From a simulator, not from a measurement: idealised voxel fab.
Process module name: voxel transistor to metal
It is cross-section cut that appears here, measuring 200 nm in width, its square cells being 5 nm in size.
Cross-section, as written here: a square-cell grid given band by band from the top down, where a band holds one or more rows of cells. Basically the band line says how high the top is and how high the bottom is, in nm, and then what's in it from left to right, every material with its width in nm. Empty space shows up as "blank", and if a single material carries "edge to edge" it runs the full band edge to edge. Height is counted from the level 0, under which the received wafer is composed throughout of one material. The lowest of the bands is not closed at the bottom but continues downward, in the notation "from 0 down". Width: "30..40" (first number = top row, second number = bottom row, same change from row to row of cells). When a step is marked "nothing was modified", none of the cells in the cross-section changed during that step. "Enclosed internal cavities" enumerates empty spaces isolated from the top, with no open way to it, that contain at least 8 cells, giving each as width x height at distance from the left edge, all three in nm. Read whatever lies past the settings on a step's line as the simulator's own remark about the step. A step's line can hold "overlay nm"; with a mask on that step, the setting says how far right of the planned place the mask lay, while a negative setting says it lay to the left.
**These are the steps we planned for the process**
| 1 | RECEIVE: material Si |
| 2 | CONFORMAL_DEP: material SiO2, thk nm 5 |
| 3 | CONFORMAL_DEP: material SiN, thk nm 15 |
| 4 | DIRECTIONAL_DEP: material aC, thk nm 10 |
| 5 | PATTERN: tone cover, mask id ACTIVE, material resist, width nm 110, thk nm 25, overlay nm 0 |
| 6 | DIRECTIONAL_ETCH: etch materials aC, depth nm 5 |
| 7 | STRIP: etch materials resist |
| 8 | DIRECTIONAL_ETCH: etch materials SiN, depth nm 15 |
| 9 | DIRECTIONAL_ETCH: etch materials SiO2, depth nm 5 |
| 10 | DIRECTIONAL_ETCH: etch materials Si, depth nm 25 |
| 11 | STRIP: etch materials aC |
| 12 | FILL_DEP: material SiO2, thk nm 10 |
| 13 | CMP: height nm 20 |
| 14 | SELECTIVE_ETCH: etch materials SiO2, depth nm 5 |
| 15 | STRIP: etch materials SiN |
| 16 | SELECTIVE_ETCH: etch materials SiO2, depth nm 5 |
| 17 | OXIDIZE: depth nm 5 |
| 18 | DIRECTIONAL_DEP: material polySi, thk nm 20 |
| 19 | DIRECTIONAL_DEP: material SiCN, thk nm 10 |
| 20 | MASKED_ETCH: tone cover, mask id GATE, width nm 20, etch materials SiCN, depth nm 20, overlay nm 0 |
| 21 | MASKED_ETCH: tone cover, mask id GATE, width nm 20, etch materials polySi, depth nm 30, overlay nm 0 |
| 22 | CONFORMAL_DEP: material SiO2, thk nm 5 |
| 23 | DIRECTIONAL_ETCH: etch materials SiO2, depth nm 5 |
| 24 | CONFORMAL_DEP: material SiN, thk nm 5 |
| 25 | DIRECTIONAL_ETCH: etch materials SiN, depth nm 5 |
| 26 | DIRECTIONAL_ETCH: etch materials SiO2, depth nm 5 |
| 27 | DIRECTIONAL_ETCH: etch materials Si, depth nm 5 |
| 28 | EPI: material pSi, thk nm 5 |
| 29 | FILL_DEP: material SiO2, thk nm 5 |
| 30 | CMP: height nm 30 |
| 31 | DIRECTIONAL_DEP: material SiO2, thk nm 15 |
| 32 | PATTERN: tone open, mask id CONTACT, material resist, width nm 20, pitch nm 80, thk nm 20, overlay nm 0 |
| 33 | DIRECTIONAL_ETCH: etch materials SiO2, depth nm 50 |
| 34 | STRIP: etch materials resist |
| 35 | CONFORMAL_DEP: material TiN, thk nm 5 |
| 36 | FILL_DEP: material W, thk nm 10 |
| 37 | CMP: height nm 45 |
| 38 | DIRECTIONAL_DEP: material TiN, thk nm 5 |
| 39 | DIRECTIONAL_DEP: material Ru, thk nm 15 |
| 40 | MASKED_ETCH: tone cover, mask id METAL_1, width nm 20, pitch nm 80, etch materials Ru, depth nm 15, overlay nm 0 |
| 41 | MASKED_ETCH: tone cover, mask id METAL_1, width nm 20, pitch nm 80, etch materials TiN, depth nm 5, overlay nm 0 |
| 42 | FILL_DEP: material lowk, thk nm 10 |
| 43 | CMP: height nm 65 |
| 44 | CONFORMAL_DEP: material SiCN, thk nm 5 |
| 45 | DIRECTIONAL_DEP: material lowk, thk nm 35 |
| 46 | PATTERN: tone open, mask id METAL_2_HOLES, material resist, width nm 15, pitch nm 80, thk nm 20, overlay nm 0 |
| 47 | DIRECTIONAL_ETCH: etch materials lowk, depth nm 35 |
| 48 | STRIP: etch materials resist |
| 49 | PATTERN: tone open, mask id METAL_2, material resist, width nm 20, pitch nm 80, thk nm 20, overlay nm 0 |
| 50 | DIRECTIONAL_ETCH: etch materials lowk, depth nm 20 |
| 51 | DIRECTIONAL_ETCH: etch materials SiCN, depth nm 5 |
| 52 | STRIP: etch materials resist |
| 53 | CONFORMAL_DEP: material TiN, thk nm 5 |
| 54 | FILL_DEP: material Ru, thk nm 10 |
| 55 | CMP: height nm 105 |
| 56 | CONFORMAL_DEP: material SiCN, thk nm 5 |
Among the wafers covered here, the point of difference is the depth nm at step 6; their starting state is shared, and the plan presents the value of the first wafer.
**Cross-section of the first of several received wafers, showing its state after step 1**
from 0 down  Si edge to edge
Enclosed internal cavities: none
**The rows of the table below are wafers. Looking at the end of the module, a row counts, for every material, the cells the wafer has gained, shown as (+), or lost, shown as (-), since it was received; its closed voids come next**
depth nm 5; +44 Ru; -72 Si; +82 SiCN; +12 SiN; +282 SiO2; +88 TiN; +36 W; +358 lowk; +34 pSi; +16 polySi; Enclosed internal cavities: none
depth nm 10; +44 Ru; -124 Si; +82 SiCN; +16 SiN; +350 SiO2; +88 TiN; +34 W; +358 lowk; +16 pSi; +16 polySi; Enclosed internal cavities: none
depth nm 15; +44 Ru; -124 Si; +82 SiCN; +16 SiN; +350 SiO2; +88 TiN; +34 W; +358 lowk; +16 pSi; +16 polySi; Enclosed internal cavities: none
depth nm 20; +44 Ru; -124 Si; +82 SiCN; +16 SiN; +350 SiO2; +88 TiN; +34 W; +358 lowk; +16 pSi; +16 polySi; Enclosed internal cavities: none
depth nm 25; +44 Ru; -124 Si; +82 SiCN; +16 SiN; +350 SiO2; +88 TiN; +34 W; +358 lowk; +16 pSi; +16 polySi; Enclosed internal cavities: none
